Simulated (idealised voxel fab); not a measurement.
process module | voxel ribs on slabs
cross-section cut | 145 nm wide | cells 5 nm
A cross-section is a grid of square cells, given in bands from the top down. A band is one or more rows of cells.
Each band's line starts with the height of the band's top and of its bottom, in nm. Then come its materials from left to right, each with its width in nm. One material with "throughout" fills the band from edge to edge. "air" is empty space.
Height 0 is the level under which the wafer as received is all one material. The lowest band goes on downwards, as in "0 down".
A width such as "30 to 40" changes by the same amount from each row of cells to the next, from the band's top row to its bottom row.
"no change" after a step means that no cell of the cross-section changed.
closed voids: empty space of 8 cells or more with no open way to the top, each as width x height at its distance from the left edge, in nm
after a step's settings: what the simulator itself notes on the step
overlay nm, on a step with a mask: how far to the right of its planned place the mask lay; to the left if negative
plan
1 op RECEIVE | material Si
2 op DIRECTIONAL_DEP | material SiO2 | thk nm 25
3 op DIRECTIONAL_DEP | material polySi | thk nm 15
4 op DIRECTIONAL_DEP | material aC | thk nm 15
5 op PATTERN | tone cover | mask id RIB | material resist | width nm 15 | thk nm 35 | overlay nm 0
6 op DIRECTIONAL_ETCH | etch materials aC | depth nm 15
7 op STRIP | etch materials resist
8 op DIRECTIONAL_ETCH | etch materials polySi | depth nm 10
9 op STRIP | etch materials aC
10 op PATTERN | tone cover | mask id SLAB | material resist | width nm 55 | thk nm 15 | overlay nm 0
11 op DIRECTIONAL_ETCH | etch materials polySi | depth nm 5
12 op STRIP | etch materials resist
13 op FILL_DEP | material SiO2 | thk nm 25
14 op CMP | height nm 55
15 op DIRECTIONAL_DEP | material TiN | thk nm 5
16 op DIRECTIONAL_DEP | material aC | thk nm 10
17 op PATTERN | tone cover | mask id HEATER | material resist | width nm 35 | thk nm 25 | overlay nm 0
18 op DIRECTIONAL_ETCH | etch materials aC | depth nm 10
19 op STRIP | etch materials resist
20 op DIRECTIONAL_ETCH | etch materials TiN | depth nm 5
21 op STRIP | etch materials aC
22 op CONFORMAL_DEP | material SiN | thk nm 10
varied across the wafers: width nm of step 5. The plan shows the first wafer's value. All wafers start alike
first wafer as received, after step 1
  0 down: Si throughout
  closed voids: none
each wafer at the end: cells of each material gained (+) or lost (-) since it was received, then its closed voids
width nm 15 | +62 SiN | +302 SiO2 | +7 TiN | +17 polySi | closed voids: none
width nm 20 | +62 SiN | +300 SiO2 | +7 TiN | +19 polySi | closed voids: none
width nm 25 | +62 SiN | +298 SiO2 | +7 TiN | +21 polySi | closed voids: none
width nm 30 | +62 SiN | +296 SiO2 | +7 TiN | +23 polySi | closed voids: none
width nm 35 | +62 SiN | +294 SiO2 | +7 TiN | +25 polySi | closed voids: none
width nm 40 | +62 SiN | +292 SiO2 | +7 TiN | +27 polySi | closed voids: none
